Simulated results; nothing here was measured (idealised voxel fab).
Name of the process module below: voxel double patterning
For reference, the cross-section in this document is cut, with width 260 nm and square cells of 5 nm.
Each cross-section below is a grid of square cells, stated as bands in top-down order, with one or more rows of cells making up each band.
Top, bottom (nm), then materials left to right with widths (nm); lone material tagged "all across" fills the whole band edge to edge; "blank" = empty space.
Where do heights start? At 0: under that level the wafer as delivered is made of one material only. And the lowest band has no floor; it just carries on downward, as in "from 0 down".
Per-row width for "30->40": begins at first number (top row of band), ends at second number (bottom row), increment between rows held constant.
"all unchanged", as given for a step, is the statement that not any cell of the cross-section underwent a change during that step.
The list in "Encapsulated voids" covers empty spaces of 8 cells or more that cannot reach the top through any open way, and it gives each as width x height at distance; the distance is from the left edge, and width, height and distance are in nm.
If you see something after the settings on a step's line, that's the simulator's own remark about that step.
overlay nm: on a step with a mask, how far right of its planned place the mask lay; negative means left.

Steps planned for the process
| 1 | RECEIVE,material Si |
| 2 | CONFORMAL_DEP,material SiO2,thk nm 5 |
| 3 | DIRECTIONAL_DEP,material TiN,thk nm 20 |
| 4 | DIRECTIONAL_DEP,material SiCN,thk nm 10 |
| 5 | DIRECTIONAL_DEP,material aC,thk nm 15 |
| 6 | PATTERN,tone open,mask id FIRST,material resist,width nm 15,pitch nm 50,thk nm 30,overlay nm 0 |
| 7 | DIRECTIONAL_ETCH,etch materials aC,depth nm 15 |
| 8 | STRIP,etch materials resist |
| 9 | DIRECTIONAL_ETCH,etch materials SiCN,depth nm 10 |
| 10 | STRIP,etch materials aC |
| 11 | MASKED_ETCH,tone open,mask id SECOND,width nm 15,etch materials SiCN,depth nm 10,overlay nm 0 |
| 12 | DIRECTIONAL_ETCH,etch materials TiN,depth nm 20 |
| 13 | STRIP,etch materials SiCN |

Shown in cross-section is the wafer as received, that is, as it stands after step 1
* from 0 down  Si all across
* Encapsulated voids: none

First wafer of two, sectioned at end of module; run went per plan
* from 25 to 5  TiN 95 nm / blank 15 nm / TiN 10 nm / blank 15 nm / TiN 10 nm / blank 15 nm / TiN 100 nm
* from 5 to 0  SiO2 all across
* from 0 down  Si all across
* Encapsulated voids: none

This cross-section belongs to the second wafer of two at the end of the module; the start and the plan were shared with the first, and the run included one mistake
* from 25 to 5  TiN 90 nm / blank 15 nm / TiN 15 nm / blank 15 nm / TiN 5 nm / blank 15 nm / TiN 105 nm
* from 5 to 0  SiO2 all across
* from 0 down  Si all across
* Encapsulated voids: none
What was done differently from what was planned? step 6, actual vs plan mismatch, actual run PATTERN,tone open,mask id FIRST,material resist,width nm 15,pitch nm 50,thk nm 30,overlay nm -5
Heads up: at the end the two wafers have identical cell counts per material, they're just laid out differently.
